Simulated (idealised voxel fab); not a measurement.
The process module that follows is named voxel plated lines.
Cross-section cut spans 225 nm and uses square cells 5 nm in size.
Cross-section spec: square-cell grid; bands listed top down; each band is one or more rows. Read a band's entry like this: the first values are the height of its top and the height of its bottom in nm, and what follows is the sequence of materials from left to right, each with its width in nm. Note that "blank" is empty space, and that a single material marked "all across" reaches across the band from edge to edge. Ref level 0: as-received wafer is one material below here. Bottom band extends down with no lower bound ("0 -> down"). Quick explanation for "30 to 40": the width changes in equal steps down the rows of cells, from the first number in the band's top row to the second number in its bottom row. Basically "all unchanged" means that step didn't change any cell in the cross-section. The entry titled "Enclosed empty spaces" provides the empty spaces that have no open way to the top, restricted to those of 8 cells or more. Each is presented as width x height at distance, the distance being measured from the left edge, with all three in nm. Anything after a step's settings on that line? It's the simulator's own note about the step. Among the settings permitted on a step's line is "overlay nm"; applied to a step with a mask, it specifies the extent to which the mask lay to the right of its planned position, whereas a negative figure signifies a position to the left.

# Process steps - plan
1) RECEIVE with material Si
2) CONFORMAL_DEP with material SiN, thk nm 10
3) DIRECTIONAL_DEP with material TiN, thk nm 5
4) PATTERN with tone open, mask id LINES, material resist, width nm 30, pitch nm 45, thk nm 40, overlay nm 0
5) EPI with material Ru, thk nm 5
6) EPI with material Ru, thk nm 10
7) EPI with material Ru, thk nm 5
8) STRIP with etch materials resist
9) DIRECTIONAL_ETCH with etch materials TiN, depth nm 5
10) CONFORMAL_DEP with material SiO2, thk nm 10

# So this is the incoming wafer in cross-section - it's already been through step 1
0 -> down = Si all across
Enclosed empty spaces: none

# Cross-section taken at module completion on the first of two wafers; processed per the plan
45 -> 35 = blank=65, SiO2=95, blank=65
35 -> 20 = blank=65, SiO2=10, Ru=30, SiO2=15, Ru=30, SiO2=10, blank=65
20 -> 15 = SiO2=75, Ru=30, SiO2=15, Ru=30, SiO2=75
15 -> 10 = SiO2=75, TiN=30, SiO2=15, TiN=30, SiO2=75
10 -> 0 = SiN all across
0 -> down = Si all across
Enclosed empty spaces: none

# Wafer two (of two), end-of-module cross-section: start = wafer one, plan = wafer one, one run mistake
25 -> 10 = SiO2 all across
10 -> 0 = SiN all across
0 -> down = Si all across
Enclosed empty spaces: none
What went wrong in running the wafer? note that step 3 departed from the planned setting and was carried out as DIRECTIONAL_DEP with material SiO2, thk nm 5
at the end the second wafer has, in cells: -48 Ru; +10 SiO2; -12 TiN
